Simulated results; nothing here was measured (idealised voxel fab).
The name of this process module is voxel double patterning.
The figure presents cross-section cut, which has a width of 210 nm and is divided into square cells with an edge length of 5 nm.
How to read a cross-section here: the picture is a grid of square cells, written as bands going from the top down, and any band can span one or more rows of cells.
The band entry comprises the height of the band's top followed by the height of its bottom, expressed in nm, and subsequently the band's materials from left to right, each stated together with its width in nm. Where a single material is marked with the word "throughout", that material fills the band from edge to edge. The word "air" represents empty space.
The level at which height equals 0 is the one under which the wafer, as it arrives, is entirely one material. No lower edge exists for the bottom band, which continues downward and is notated as in "0 and below".
Width: "30..40" (first number = top row, second number = bottom row, same change from row to row of cells).
Basically "everything unchanged" means that step didn't change any cell in the cross-section.
"Sealed voids": sealed empty spaces, 8 cells or more, no open way to top, listed width x height at distance, with distance from the left edge and width, height and distance in nm.
That trailing text on a step's line, after the settings, is the simulator's own remark on the step.
"overlay nm", when on a step's line for a step with a mask, measures how far to the right of its planned place the mask lay; a negative measure means to the left.

### The following list gives the planned process steps
| 1 | RECEIVE (material Si) |
| 2 | CONFORMAL_DEP (material SiO2; thk nm 5) |
| 3 | DIRECTIONAL_DEP (material polySi; thk nm 15) |
| 4 | DIRECTIONAL_DEP (material SiCN; thk nm 5) |
| 5 | PATTERN (tone open; mask id FIRST; material resist; width nm 15; pitch nm 50; thk nm 15; overlay nm 0) |
| 6 | DIRECTIONAL_ETCH (etch materials SiCN; depth nm 5) |
| 7 | STRIP (etch materials resist) |
| 8 | PATTERN (tone open; mask id SECOND; material resist; width nm 15; pitch nm 50; thk nm 20; overlay nm 0) |
| 9 | DIRECTIONAL_ETCH (etch materials SiCN; depth nm 5) |
| 10 | STRIP (etch materials resist) |
| 11 | DIRECTIONAL_ETCH (etch materials polySi; depth nm 15) |
| 12 | STRIP (etch materials SiCN) |

### The first of a set of two wafers, run to plan

### As-received state of the wafer in cross-section, equivalent to post-step 1
    0 and below | Si throughout
    Sealed voids: none

### Cross-section of the wafer after step 2
    5 down to 0 | SiO2 throughout
    Heights below 0 show no change.

### Cross-section of the wafer after step 3
    20 down to 5 | polySi throughout
    Heights below 5 show no change.

### Cross-section of the wafer after step 4
    25 down to 20 | SiCN throughout
    Heights below 20 show no change.

### Cross-section of the wafer after step 5
    40 down to 25 | resist 45 nm, then air 15 nm, then resist 35 nm, then air 15 nm, then resist 35 nm, then air 15 nm, then resist 50 nm
    Heights below 25 show no change.

### Cross-section of the wafer after step 6
    40 down to 25 | resist 45 nm, then air 15 nm, then resist 35 nm, then air 15 nm, then resist 35 nm, then air 15 nm, then resist 50 nm
    25 down to 20 | SiCN 45 nm, then air 15 nm, then SiCN 35 nm, then air 15 nm, then SiCN 35 nm, then air 15 nm, then SiCN 50 nm
    Heights below 20 show no change.

### Cross-section of the wafer after step 7
    25 down to 20 | SiCN 45 nm, then air 15 nm, then SiCN 35 nm, then air 15 nm, then SiCN 35 nm, then air 15 nm, then SiCN 50 nm
    Heights below 20 show no change.

### Cross-section of the wafer after step 8
    45 down to 25 | resist 70 nm, then air 15 nm, then resist 35 nm, then air 15 nm, then resist 75 nm
    25 down to 20 | SiCN 45 nm, then resist 15 nm, then SiCN 35 nm, then resist 15 nm, then SiCN 35 nm, then resist 15 nm, then SiCN 50 nm
    Heights below 20 show no change.

### Cross-section of the wafer after step 9
    45 down to 25 | resist 70 nm, then air 15 nm, then resist 35 nm, then air 15 nm, then resist 75 nm
    25 down to 20 | SiCN 45 nm, then resist 15 nm, then SiCN 10 nm, then air 15 nm, then SiCN 10 nm, then resist 15 nm, then SiCN 10 nm, then air 15 nm, then SiCN 10 nm, then resist 15 nm, then SiCN 50 nm
    Heights below 20 show no change.

### Cross-section of the wafer after step 10
    25 down to 20 | SiCN 45 nm, then air 15 nm, then SiCN 10 nm, then air 15 nm, then SiCN 10 nm, then air 15 nm, then SiCN 10 nm, then air 15 nm, then SiCN 10 nm, then air 15 nm, then SiCN 50 nm
    Heights below 20 show no change.

### Cross-section of the wafer after step 11
    25 down to 20 | SiCN 45 nm, then air 15 nm, then SiCN 10 nm, then air 15 nm, then SiCN 10 nm, then air 15 nm, then SiCN 10 nm, then air 15 nm, then SiCN 10 nm, then air 15 nm, then SiCN 50 nm
    20 down to 5 | polySi 45 nm, then air 15 nm, then polySi 10 nm, then air 15 nm, then polySi 10 nm, then air 15 nm, then polySi 10 nm, then air 15 nm, then polySi 10 nm, then air 15 nm, then polySi 50 nm
    Heights below 5 show no change.

### Cross-section of the wafer after step 12
    20 down to 5 | polySi 45 nm, then air 15 nm, then polySi 10 nm, then air 15 nm, then polySi 10 nm, then air 15 nm, then polySi 10 nm, then air 15 nm, then polySi 10 nm, then air 15 nm, then polySi 50 nm
    Heights below 5 show no change.

### Wafer two of the pair: same origin, same plan, one error during the run; identical to wafer one up to and including step 3

### Cross-section: second wafer, time at which step 4 was scheduled to end
    25 down to 20 | SiO2 throughout
    Heights below 20 show no change.

### Cross-section: second wafer, time at which step 5 was scheduled to end
    40 down to 25 | resist 45 nm, then air 15 nm, then resist 35 nm, then air 15 nm, then resist 35 nm, then air 15 nm, then resist 50 nm
    Heights below 25 show no change.

Cross-section: second wafer, time at which step 6 was scheduled to end: everything unchanged

### Cross-section: second wafer, time at which step 7 was scheduled to end
    25 down to 20 | SiO2 throughout
    Heights below 20 show no change.

### Cross-section: second wafer, time at which step 8 was scheduled to end
    45 down to 25 | resist 70 nm, then air 15 nm, then resist 35 nm, then air 15 nm, then resist 75 nm
    Heights below 25 show no change.

Cross-section: second wafer, time at which step 9 was scheduled to end: everything unchanged

### Cross-section: second wafer, time at which step 10 was scheduled to end
    25 down to 20 | SiO2 throughout
    Heights below 20 show no change.

Cross-section: second wafer, time at which step 11 was scheduled to end: everything unchanged

Cross-section: second wafer, time at which step 12 was scheduled to end: everything unchanged
Processing error: off-plan run, step 4, actual operation and settings DIRECTIONAL_DEP (material SiO2; thk nm 5)
Once processing is complete, comparing cell counts shows that the second wafer has more or fewer of certain materials than the first: +42 SiO2; +45 polySi
